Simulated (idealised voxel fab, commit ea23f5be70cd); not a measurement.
process module | voxel self aligned contacts
cross-section cut | 300 nm wide | cells 5 nm
A cross-section is a grid of square cells, given in bands from the top down. A band is one or more rows of cells.
Each band's line starts with the height of the band's top and of its bottom, in nm. Then come its materials from left to right, each with its width in nm. One material with "throughout" fills the band from edge to edge. "air" is empty space.
Height 0 is the level under which the wafer as received is all one material. The lowest band goes on downwards, as in "0 down".
A width such as "30 to 40" changes by the same amount from each row of cells to the next, from the band's top row to its bottom row.
"no change" after a step means that no cell of the cross-section changed.
closed voids: empty space of 8 cells or more with no open way to the top, each as width x height at its distance from the left edge, in nm
after a step's settings: what the simulator itself notes on the step
overlay nm, on a step with a mask: how far to the right of its planned place the mask lay; to the left if negative
plan
1 op RECEIVE | material Si
2 op CONFORMAL_DEP | material SiO2 | thk nm 5
3 op DIRECTIONAL_DEP | material polySi | thk nm 20
4 op DIRECTIONAL_DEP | material SiN | thk nm 25
5 op MASKED_ETCH | tone cover | mask id GATE | width nm 30 | pitch nm 75 | etch materials SiN | depth nm 25 | overlay nm 0
6 op MASKED_ETCH | tone cover | mask id GATE | width nm 30 | pitch nm 75 | etch materials polySi | depth nm 20 | overlay nm 0
7 op CONFORMAL_DEP | material SiN | thk nm 10
8 op DIRECTIONAL_ETCH | etch materials SiN | depth nm 10
9 op FILL_DEP | material SiO2 | thk nm 15
10 op CMP | height nm 60
11 op DIRECTIONAL_DEP | material aC | thk nm 15
12 op PATTERN | tone open | mask id CONTACT | material resist | width nm 55 | thk nm 30 | overlay nm 0
13 op DIRECTIONAL_ETCH | etch materials aC | depth nm 15
14 op STRIP | etch materials resist
15 op DIRECTIONAL_ETCH | etch materials SiO2 | depth nm 60
16 op STRIP | etch materials aC
17 op CONFORMAL_DEP | material TiN | thk nm 5
18 op FILL_DEP | material W | thk nm 10
19 op CMP | height nm 60
20 op CONFORMAL_DEP | material SiN | thk nm 5
as received, after step 1
  0 down: Si throughout
  closed voids: none
first wafer at the end, as planned
  65 to 60: SiN throughout
  60 to 50: SiO2 120 | TiN 5 to 20 | W 45 to 15 | TiN 5 to 20 | SiO2 125
  50 to 25: SiO2 85 | SiN 50 | TiN 5 | W 15 | TiN 5 | SiN 50 | SiO2 90
  25 to 5: SiO2 85 | SiN 10 | polySi 30 | SiN 10 | TiN 5 | W 15 | TiN 5 | SiN 10 | polySi 30 | SiN 10 | SiO2 90
  5 to 0: SiO2 135 | TiN 25 | SiO2 140
  0 down: Si throughout
  closed voids: none
second wafer at the end: like start, like plan, one mistake
  65 to 60: SiN throughout
  60 to 55: SiO2 120 | TiN 20 | W 15 | TiN 20 | SiO2 125
  55 to 30: SiO2 85 | SiN 50 | TiN 5 | W 15 | TiN 5 | SiN 50 | SiO2 90
  30 to 15: SiO2 85 | SiN 10 | polySi 30 | SiN 10 | TiN 5 | W 15 | TiN 5 | SiN 10 | polySi 30 | SiN 10 | SiO2 90
  15 to 10: SiO2 85 | SiN 10 | polySi 30 | SiN 10 | TiN 25 | SiN 10 | polySi 30 | SiN 10 | SiO2 90
  10 to 5: polySi throughout
  5 to 0: SiO2 throughout
  0 down: Si throughout
  closed voids: none
what went wrong: step 3 ran as: op DIRECTIONAL_DEP | material polySi | thk nm 25
at the end the second wafer has, in cells: 44 fewer of SiO2 | 4 fewer of TiN | 12 fewer of W | 60 more of polySi
